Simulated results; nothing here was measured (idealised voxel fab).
This is a process module. Its name is voxel transistor to metal.
Section shown: cut. Width: 200 nm. Cell size: 5 nm, square.
This document writes a cross-section as a grid whose cells are square, and gives it as bands, listed from the top down; one or more rows of cells form a band.
Quick guide to a band line: top height, bottom height (nm) up front; then every material left to right with its width in nm. Only one material and it's marked "edge to edge"? Then it fills the band edge to edge. And "empty" just means empty space.
Convention: height 0 is the level below which the wafer, as received, is all one material. The lowest band does not terminate at the bottom but continues downward, represented as "0 -> down".
You'd read "30 to 40" like this: the band's top row of cells is as wide as the first number, its bottom row is as wide as the second, and going down, every row changes width by the same amount as the row before did.
You'll sometimes find "left unchanged" written for a step, and that's the way of saying that nowhere in the cross-section did a cell change during that step.
Empty spaces counting at least 8 cells and having no open way to the top are listed in "Enclosed void listing". The notation width x height at distance is used for each, the distance being from the left edge and all three values in nm.
Whatever follows a step's settings on its line is a remark the simulator itself makes about that step.
When a step includes a mask, the "overlay nm" setting on its line states how far to the right of its planned place that mask lay, and negative values state how far to the left.

## Here's what the planned process steps look like
1) RECEIVE [material Si]
2) CONFORMAL_DEP [material SiO2] [thk nm 5]
3) CONFORMAL_DEP [material SiN] [thk nm 10]
4) PATTERN [tone cover] [mask id ACTIVE] [material resist] [width nm 120] [thk nm 15] [overlay nm 0]
5) DIRECTIONAL_ETCH [etch materials SiN] [depth nm 10]
6) DIRECTIONAL_ETCH [etch materials SiO2] [depth nm 5]
7) DIRECTIONAL_ETCH [etch materials Si] [depth nm 20]
8) STRIP [etch materials resist]
9) OXIDIZE [depth nm 5]
10) FILL_DEP [material SiO2] [thk nm 10]
11) CMP [height nm 15]
12) SELECTIVE_ETCH [etch materials SiO2] [depth nm 10]
13) STRIP [etch materials SiN]
14) SELECTIVE_ETCH [etch materials SiO2] [depth nm 5]
15) OXIDIZE [depth nm 5]
16) DIRECTIONAL_DEP [material polySi] [thk nm 30]
17) DIRECTIONAL_DEP [material SiCN] [thk nm 15]
18) DIRECTIONAL_DEP [material aC] [thk nm 15]
19) PATTERN [tone cover] [mask id GATE] [material resist] [width nm 20] [thk nm 35] [overlay nm 0]
20) DIRECTIONAL_ETCH [etch materials aC] [depth nm 15]
21) STRIP [etch materials resist]
22) DIRECTIONAL_ETCH [etch materials SiCN] [depth nm 25]
23) DIRECTIONAL_ETCH [etch materials polySi] [depth nm 40]
24) STRIP [etch materials aC]
25) CONFORMAL_DEP [material SiO2] [thk nm 5]
26) DIRECTIONAL_ETCH [etch materials SiO2] [depth nm 5]
27) CONFORMAL_DEP [material SiN] [thk nm 5]
28) DIRECTIONAL_ETCH [etch materials SiN] [depth nm 5]
29) DIRECTIONAL_ETCH [etch materials SiO2] [depth nm 5]
30) DIRECTIONAL_ETCH [etch materials Si] [depth nm 5]
31) EPI [material nSi] [thk nm 5]
32) FILL_DEP [material SiO2] [thk nm 5]
33) CMP [height nm 45]
34) DIRECTIONAL_DEP [material SiO2] [thk nm 15]
35) DIRECTIONAL_DEP [material aC] [thk nm 15]
36) PATTERN [tone open] [mask id CONTACT] [material resist] [width nm 20] [pitch nm 80] [thk nm 30] [overlay nm 0]
37) DIRECTIONAL_ETCH [etch materials aC] [depth nm 15]
38) STRIP [etch materials resist]
39) DIRECTIONAL_ETCH [etch materials SiO2] [depth nm 65]
40) STRIP [etch materials aC]
41) CONFORMAL_DEP [material TiN] [thk nm 5]
42) FILL_DEP [material W] [thk nm 10]
43) CMP [height nm 60]
44) DIRECTIONAL_DEP [material TiN] [thk nm 5]
45) DIRECTIONAL_DEP [material Ru] [thk nm 20]
46) PATTERN [tone cover] [mask id METAL_1] [material resist] [width nm 20] [pitch nm 80] [thk nm 20] [overlay nm 0]
47) DIRECTIONAL_ETCH [etch materials Ru] [depth nm 20]
48) DIRECTIONAL_ETCH [etch materials TiN] [depth nm 5]
49) STRIP [etch materials resist]
50) FILL_DEP [material lowk] [thk nm 10]
51) CMP [height nm 85]
52) CONFORMAL_DEP [material SiCN] [thk nm 5]

## as received, after step 1
* 0 -> down | Si edge to edge
* Enclosed void listing: none

## The cross-section shown corresponds to the wafer at the conclusion of the module. The initial structure and the process plan are those presented above; however, one mistake occurred in executing the plan
* 90 -> 85 | SiCN edge to edge
* 85 -> 65 | 50 nm lowk  20 nm Ru  60 nm lowk  20 nm Ru  50 nm lowk
* 65 -> 60 | 50 nm lowk  20 nm TiN  60 nm lowk  20 nm TiN  50 nm lowk
* 60 -> 45 | 50 nm SiO2  5 nm TiN  10 nm W  5 nm TiN  60 nm SiO2  5 nm TiN  10 nm W  5 nm TiN  50 nm SiO2
* 45 -> 30 | 50 nm SiO2  5 nm TiN  10 nm W  5 nm TiN  10 nm SiO2  5 nm SiN  5 nm SiO2  20 nm SiCN  5 nm SiO2  5 nm SiN  10 nm SiO2  5 nm TiN  10 nm W  5 nm TiN  50 nm SiO2
* 30 -> 0 | 50 nm SiO2  5 nm TiN  10 nm W  5 nm TiN  10 nm SiO2  5 nm SiN  5 nm SiO2  20 nm polySi  5 nm SiO2  5 nm SiN  10 nm SiO2  5 nm TiN  10 nm W  5 nm TiN  50 nm SiO2
* 0 -> -5 | 50 nm SiO2  20 nm TiN  5 nm SiO2  5 nm nSi  40 nm SiO2  5 nm nSi  5 nm SiO2  20 nm TiN  50 nm SiO2
* -5 -> -10 | 35 nm SiO2  45 nm nSi  40 nm Si  25 nm nSi  55 nm SiO2
* -10 -> -25 | 35 nm SiO2  110 nm Si  55 nm SiO2
* -25 -> down | Si edge to edge
* Enclosed void listing: none
In executing the process, a mistake was made relative to the plan: not per plan at step 4, really ran PATTERN [tone cover] [mask id ACTIVE] [material resist] [width nm 120] [thk nm 15] [overlay nm -10]
